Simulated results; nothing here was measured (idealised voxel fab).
The process module presented herein is designated voxel wiring stack.
The cross-section on display is named cut; it measures 170 nm wide, and its cells are 5 nm squares.
Just so we're on the same page, the cross-sections are grids of square cells, and they're listed out in bands top to bottom, each band one or more rows deep.
It is stipulated that each band's entry specify, in nanometres, the height of the top of the band and then that of its bottom, followed by the materials of the band in left-to-right sequence, each together with its width in nanometres. A single material marked by the word "everywhere" is understood to fill the band from edge to edge; the word "empty" is understood to denote empty space.
Height 0 is the level under which the wafer as received is all one material. The lowest band goes on downwards, as in "0 nm and below".
Think of "30 to 40" as a width that walks from the first number to the second as you go down the band, top row to bottom row, taking equal-sized steps from row to row.
"stayed the same" -> step changed no cross-section cell.
Entry "Closed-off voids". Content: empty spaces with no open connection to the top, size 8 cells or greater. Each: width x height at distance. Distance: from left edge. Unit: nm.
Note: text after step settings on the step line = simulator remark on that step.
"overlay nm" denotes, for a step that has a mask, the displacement of the mask to the right of its planned place, with negative values corresponding to the left.
### Planned step list for the process
step 1: RECEIVE: material Si
step 2: CONFORMAL_DEP: material SiO2, thk nm 15
step 3: DIRECTIONAL_DEP: material TiN, thk nm 5
step 4: DIRECTIONAL_DEP: material Ru, thk nm 15
step 5: PATTERN: tone cover, mask id METAL_1, material resist, width nm 25, pitch nm 40, thk nm 15, overlay nm 0
step 6: DIRECTIONAL_ETCH: etch materials Ru, depth nm 15
step 7: DIRECTIONAL_ETCH: etch materials TiN, depth nm 5
step 8: STRIP: etch materials resist
step 9: CONFORMAL_DEP: material SiCN, thk nm 5
step 10: FILL_DEP: material lowk, thk nm 10
step 11: CMP: height nm 35
step 12: CONFORMAL_DEP: material SiCN, thk nm 5
step 13: DIRECTIONAL_DEP: material lowk, thk nm 10
step 14: PATTERN: tone open, mask id PLUG_1, material resist, width nm 15, thk nm 20, overlay nm 0
step 15: DIRECTIONAL_ETCH: etch materials lowk, depth nm 10
step 16: DIRECTIONAL_ETCH: etch materials SiCN, depth nm 5
step 17: STRIP: etch materials resist
step 18: CONFORMAL_DEP: material TiN, thk nm 5
step 19: FILL_DEP: material W, thk nm 10
step 20: CMP: height nm 50
step 21: DIRECTIONAL_DEP: material TiN, thk nm 5
step 22: DIRECTIONAL_DEP: material Ru, thk nm 25
step 23: DIRECTIONAL_DEP: material aC, thk nm 15
step 24: PATTERN: tone cover, mask id METAL_2, material resist, width nm 25, pitch nm 40, thk nm 30, overlay nm 0
step 25: DIRECTIONAL_ETCH: etch materials aC, depth nm 15
step 26: STRIP: etch materials resist
step 27: DIRECTIONAL_ETCH: etch materials Ru, depth nm 25
step 28: DIRECTIONAL_ETCH: etch materials TiN, depth nm 5
step 29: STRIP: etch materials aC
step 30: FILL_DEP: material lowk, thk nm 5
step 31: CMP: height nm 80
step 32: CONFORMAL_DEP: material SiCN, thk nm 5
step 33: DIRECTIONAL_DEP: material SiO2, thk nm 25
step 34: PATTERN: tone open, mask id METAL_3_HOLES, material resist, width nm 15, thk nm 15, overlay nm 0
step 35: DIRECTIONAL_ETCH: etch materials SiO2, depth nm 25
step 36: STRIP: etch materials resist
step 37: PATTERN: tone open, mask id METAL_3, material resist, width nm 25, pitch nm 40, thk nm 15, overlay nm 0
step 38: DIRECTIONAL_ETCH: etch materials SiO2, depth nm 15
step 39: DIRECTIONAL_ETCH: etch materials SiCN, depth nm 5
step 40: STRIP: etch materials resist
step 41: CONFORMAL_DEP: material TiN, thk nm 5
step 42: FILL_DEP: material Cu, thk nm 10
step 43: CMP: height nm 110
step 44: CONFORMAL_DEP: material SiN, thk nm 5
### Cross-sectional view of the wafer in its as-received condition, corresponding to the state after step 1
> 0 nm and below | Si everywhere
> Closed-off voids: none
### Run as planned - first of the two wafers cross-sectioned at the end of the module
> 115 nm to 110 nm | SiN everywhere
> 110 nm to 100 nm | 50 SiO2, then 5 TiN, then 15 Cu, then 5 TiN, then 15 SiO2, then 5 TiN, then 15 Cu, then 5 TiN, then 55 SiO2
> 100 nm to 95 nm | 50 SiO2, then 5 TiN, then 5 Cu, then 15 TiN, then 15 SiO2, then 25 TiN, then 55 SiO2
> 95 nm to 85 nm | 50 SiO2, then 5 TiN, then 5 Cu, then 5 TiN, then 105 SiO2
> 85 nm to 80 nm | 50 SiCN, then 15 TiN, then 105 SiCN
> 80 nm to 55 nm | 50 lowk, then 25 Ru, then 15 lowk, then 25 Ru, then 55 lowk
> 55 nm to 50 nm | 50 lowk, then 25 TiN, then 15 lowk, then 25 TiN, then 55 lowk
> 50 nm to 40 nm | 50 lowk, then 5 TiN, then 5 W, then 5 TiN, then 105 lowk
> 40 nm to 35 nm | 50 SiCN, then 15 TiN, then 105 SiCN
> 35 nm to 20 nm | 45 lowk, then 5 SiCN, then 25 Ru, then 5 SiCN, then 5 lowk, then 5 SiCN, then 25 Ru, then 5 SiCN, then 50 lowk
> 20 nm to 15 nm | 50 SiCN, then 25 TiN, then 15 SiCN, then 25 TiN, then 55 SiCN
> 15 nm to 0 nm | SiO2 everywhere
> 0 nm and below | Si everywhere
> Closed-off voids: none
### The second wafer, shown in cross-section after the module: started the same way as the first and given the same plan, yet one mistake crept into how it was run
> 115 nm to 110 nm | SiN everywhere
> 110 nm to 100 nm | 50 SiO2, then 5 TiN, then 5 Cu, then 5 TiN, then 105 SiO2
> 100 nm to 95 nm | 50 SiO2, then 15 TiN, then 105 SiO2
> 95 nm to 85 nm | SiO2 everywhere
> 85 nm to 80 nm | SiCN everywhere
> 80 nm to 55 nm | 50 lowk, then 25 Ru, then 15 lowk, then 25 Ru, then 55 lowk
> 55 nm to 50 nm | 50 lowk, then 25 TiN, then 15 lowk, then 25 TiN, then 55 lowk
> 50 nm to 40 nm | 50 lowk, then 5 TiN, then 5 W, then 5 TiN, then 105 lowk
> 40 nm to 35 nm | 50 SiCN, then 15 TiN, then 105 SiCN
> 35 nm to 20 nm | 45 lowk, then 5 SiCN, then 25 Ru, then 5 SiCN, then 5 lowk, then 5 SiCN, then 25 Ru, then 5 SiCN, then 50 lowk
> 20 nm to 15 nm | 50 SiCN, then 25 TiN, then 15 SiCN, then 25 TiN, then 55 SiCN
> 15 nm to 0 nm | SiO2 everywhere
> 0 nm and below | Si everywhere
> Closed-off voids: none
In executing the process, a mistake was made relative to the plan: step 33 from the plan got run twice
It is noted that, at the conclusion of processing, the second wafer exhibits a higher or lower cell count for certain materials relative to the first: 13 fewer of Cu; 3 more of SiCN; 27 more of SiO2; 17 fewer of TiN
